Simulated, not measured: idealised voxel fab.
process module | voxel transistor to metal
cross-section cut | 175 nm wide | cells 5 nm
A cross-section is a grid of square cells, given in bands from the top down. A band is one or more rows of cells.
Each band's line starts with the height of the band's top and of its bottom, in nm. Then come its materials from left to right, each with its width in nm. One material with "throughout" fills the band from edge to edge. "air" is empty space.
Height 0 is the level under which the wafer as received is all one material. The lowest band goes on downwards, as in "0 down".
A width such as "30 to 40" changes by the same amount from each row of cells to the next, from the band's top row to its bottom row.
"no change" after a step means that no cell of the cross-section changed.
closed voids: empty space of 8 cells or more with no open way to the top, each as width x height at its distance from the left edge, in nm
after a step's settings: what the simulator itself notes on the step
overlay nm, on a step with a mask: how far to the right of its planned place the mask lay; to the left if negative
plan
1 op RECEIVE | material Si
2 op OXIDIZE | depth nm 5
3 op CONFORMAL_DEP | material SiN | thk nm 15
4 op PATTERN | tone cover | mask id ACTIVE | material resist | width nm 105 | thk nm 15 | overlay nm 0
5 op DIRECTIONAL_ETCH | etch materials SiN | depth nm 15
6 op DIRECTIONAL_ETCH | etch materials SiO2 | depth nm 5
7 op DIRECTIONAL_ETCH | etch materials Si | depth nm 30
8 op STRIP | etch materials resist
9 op OXIDIZE | depth nm 5
10 op FILL_DEP | material SiO2 | thk nm 15
11 op CMP | height nm 15
12 op SELECTIVE_ETCH | etch materials SiO2 | depth nm 5
13 op STRIP | etch materials SiN
14 op SELECTIVE_ETCH | etch materials SiO2 | depth nm 5
15 op OXIDIZE | depth nm 5
16 op DIRECTIONAL_DEP | material polySi | thk nm 30
17 op DIRECTIONAL_DEP | material SiCN | thk nm 10
18 op DIRECTIONAL_DEP | material aC | thk nm 10
19 op PATTERN | tone cover | mask id GATE | material resist | width nm 25 | thk nm 30 | overlay nm 0
20 op DIRECTIONAL_ETCH | etch materials aC | depth nm 10
21 op STRIP | etch materials resist
22 op DIRECTIONAL_ETCH | etch materials SiCN | depth nm 20
23 op DIRECTIONAL_ETCH | etch materials polySi | depth nm 40
24 op STRIP | etch materials aC
25 op CONFORMAL_DEP | material SiN | thk nm 10
26 op DIRECTIONAL_ETCH | etch materials SiN | depth nm 10
27 op DIRECTIONAL_ETCH | etch materials SiO2 | depth nm 5
28 op DIRECTIONAL_ETCH | etch materials Si | depth nm 10
29 op EPI | material SiGe | thk nm 10
30 op FILL_DEP | material SiO2 | thk nm 10
31 op CMP | height nm 25
32 op STRIP | etch materials polySi
33 op SELECTIVE_ETCH | etch materials SiO2 | depth nm 5
34 op CONFORMAL_DEP | material HfO2 | thk nm 5
35 op CONFORMAL_DEP | material TiN | thk nm 5
36 op FILL_DEP | material W | thk nm 5
37 op CMP | height nm 20
38 op DIRECTIONAL_DEP | material SiO2 | thk nm 15
39 op MASKED_ETCH | tone open | mask id CONTACT | width nm 20 | pitch nm 75 | etch materials SiO2 | depth nm 45 | overlay nm 0
40 op CONFORMAL_DEP | material TiN | thk nm 5
41 op FILL_DEP | material Ru | thk nm 5
42 op CMP | height nm 35
43 op DIRECTIONAL_DEP | material TiN | thk nm 5
44 op DIRECTIONAL_DEP | material W | thk nm 25
45 op DIRECTIONAL_DEP | material aC | thk nm 15
46 op PATTERN | tone cover | mask id METAL_1 | material resist | width nm 20 | pitch nm 75 | thk nm 35 | overlay nm 0
47 op DIRECTIONAL_ETCH | etch materials aC | depth nm 15
48 op STRIP | etch materials resist
49 op DIRECTIONAL_ETCH | etch materials W | depth nm 25
50 op DIRECTIONAL_ETCH | etch materials TiN | depth nm 5
51 op STRIP | etch materials aC
52 op FILL_DEP | material SiO2 | thk nm 5
53 op CMP | height nm 65
54 op CONFORMAL_DEP | material SiCN | thk nm 5
55 op DIRECTIONAL_DEP | material lowk | thk nm 30
56 op DIRECTIONAL_DEP | material aC | thk nm 15
57 op PATTERN | tone open | mask id METAL_2 | material resist | width nm 20 | pitch nm 75 | thk nm 30 | overlay nm 0
58 op DIRECTIONAL_ETCH | etch materials aC | depth nm 15
59 op STRIP | etch materials resist
60 op DIRECTIONAL_ETCH | etch materials lowk | depth nm 15
61 op STRIP | etch materials aC
62 op DIRECTIONAL_DEP | material aC | thk nm 15
63 op PATTERN | tone open | mask id METAL_2_HOLES | material resist | width nm 15 | pitch nm 75 | thk nm 30 | overlay nm 0
64 op DIRECTIONAL_ETCH | etch materials aC | depth nm 15
65 op STRIP | etch materials resist
66 op DIRECTIONAL_ETCH | etch materials lowk | depth nm 15
67 op DIRECTIONAL_ETCH | etch materials SiCN | depth nm 5
68 op STRIP | etch materials aC
69 op CONFORMAL_DEP | material TiN | thk nm 5
70 op FILL_DEP | material Cu | thk nm 5
71 op CMP | height nm 100
72 op CONFORMAL_DEP | material SiN | thk nm 5
as received, after step 1
  0 down: Si throughout
  closed voids: none
first wafer at the end, as planned
  105 to 100: SiN throughout
  100 to 90: lowk 40 | TiN 5 | Cu 10 | TiN 5 | lowk 55 | TiN 5 | Cu 10 | TiN 5 | lowk 40
  90 to 85: lowk 40 | TiN 5 | Cu 5 | TiN 10 | lowk 55 | TiN 5 | Cu 5 | TiN 10 | lowk 40
  85 to 70: lowk 40 | TiN 5 | Cu 5 | TiN 5 | lowk 60 | TiN 5 | Cu 5 | TiN 5 | lowk 45
  70 to 65: SiCN 40 | TiN 15 | SiCN 60 | TiN 15 | SiCN 45
  65 to 40: SiO2 40 | W 20 | SiO2 55 | W 20 | SiO2 40
  40 to 35: SiO2 40 | TiN 20 | SiO2 55 | TiN 20 | SiO2 40
  35 to 20: SiO2 40 | TiN 5 | Ru 10 | TiN 5 | SiO2 55 | TiN 5 | Ru 10 | TiN 5 | SiO2 40
  20 to 5: SiO2 40 | TiN 5 | Ru 10 | TiN 5 | SiO2 5 | SiN 10 | HfO2 5 | TiN 5 | W 5 | TiN 5 | HfO2 5 | SiN 10 | SiO2 5 | TiN 5 | Ru 10 | TiN 5 | SiO2 40
  5 to 0: SiO2 30 | SiN 10 | TiN 5 | Ru 5 | TiN 10 | SiO2 5 | SiN 10 | HfO2 5 | TiN 5 | W 5 | TiN 5 | HfO2 5 | SiN 10 | SiO2 5 | TiN 10 | Ru 5 | TiN 5 | SiN 10 | SiO2 30
  0 to -5: SiO2 30 | SiN 10 | TiN 5 | Ru 5 | TiN 5 | SiGe 10 | SiN 10 | HfO2 5 | TiN 15 | HfO2 5 | SiN 10 | SiGe 10 | TiN 5 | Ru 5 | TiN 5 | SiN 10 | SiO2 30
  -5 to -10: SiO2 40 | TiN 15 | SiGe 10 | SiO2 5 | HfO2 35 | SiO2 5 | SiGe 10 | TiN 15 | SiO2 40
  -10 to -20: SiO2 40 | SiGe 25 | Si 45 | SiGe 25 | SiO2 40
  -20 to -40: SiO2 40 | Si 95 | SiO2 40
  -40 down: Si throughout
  closed voids: none
second wafer at the end: like start, like plan, one mistake
  105 to 100: SiN throughout
  100 to 90: lowk 40 | TiN 5 | Cu 10 | TiN 5 | lowk 55 | TiN 5 | Cu 10 | TiN 5 | lowk 40
  90 to 85: lowk 40 | TiN 5 | Cu 5 | TiN 10 | lowk 55 | TiN 5 | Cu 5 | TiN 10 | lowk 40
  85 to 70: lowk 40 | TiN 5 | Cu 5 | TiN 5 | lowk 60 | TiN 5 | Cu 5 | TiN 5 | lowk 45
  70 to 65: SiCN 40 | TiN 15 | SiCN 60 | TiN 15 | SiCN 45
  65 to 40: SiO2 40 | W 20 | SiO2 55 | W 20 | SiO2 40
  40 to 35: SiO2 40 | TiN 20 | SiO2 55 | TiN 20 | SiO2 40
  35 to 20: SiO2 40 | TiN 5 | Ru 10 | TiN 5 | SiO2 55 | TiN 5 | Ru 10 | TiN 5 | SiO2 40
  20 to 10: SiO2 40 | TiN 5 | Ru 10 | TiN 5 | SiO2 5 | SiN 10 | HfO2 5 | TiN 5 | W 5 | TiN 5 | HfO2 5 | SiN 10 | SiO2 5 | TiN 5 | Ru 10 | TiN 5 | SiO2 40
  10 to 5: SiO2 40 | TiN 20 | SiO2 5 | SiN 10 | HfO2 5 | TiN 5 | W 5 | TiN 5 | HfO2 5 | SiN 10 | SiO2 5 | TiN 20 | SiO2 40
  5 to 0: SiO2 30 | SiN 10 | SiO2 25 | SiN 10 | HfO2 5 | TiN 5 | W 5 | TiN 5 | HfO2 5 | SiN 10 | SiO2 25 | SiN 10 | SiO2 30
  0 to -5: SiO2 30 | SiN 10 | SiO2 15 | SiGe 10 | SiN 10 | HfO2 5 | TiN 15 | HfO2 5 | SiN 10 | SiGe 10 | SiO2 15 | SiN 10 | SiO2 30
  -5 to -10: SiO2 55 | SiGe 10 | SiO2 5 | HfO2 35 | SiO2 5 | SiGe 10 | SiO2 55
  -10 to -20: SiO2 40 | SiGe 25 | Si 45 | SiGe 25 | SiO2 40
  -20 to -40: SiO2 40 | Si 95 | SiO2 40
  -40 down: Si throughout
  closed voids: none
what went wrong: step 38 was run twice
at the end the second wafer has, in cells: 8 fewer of Ru | 20 more of SiO2 | 12 fewer of TiN
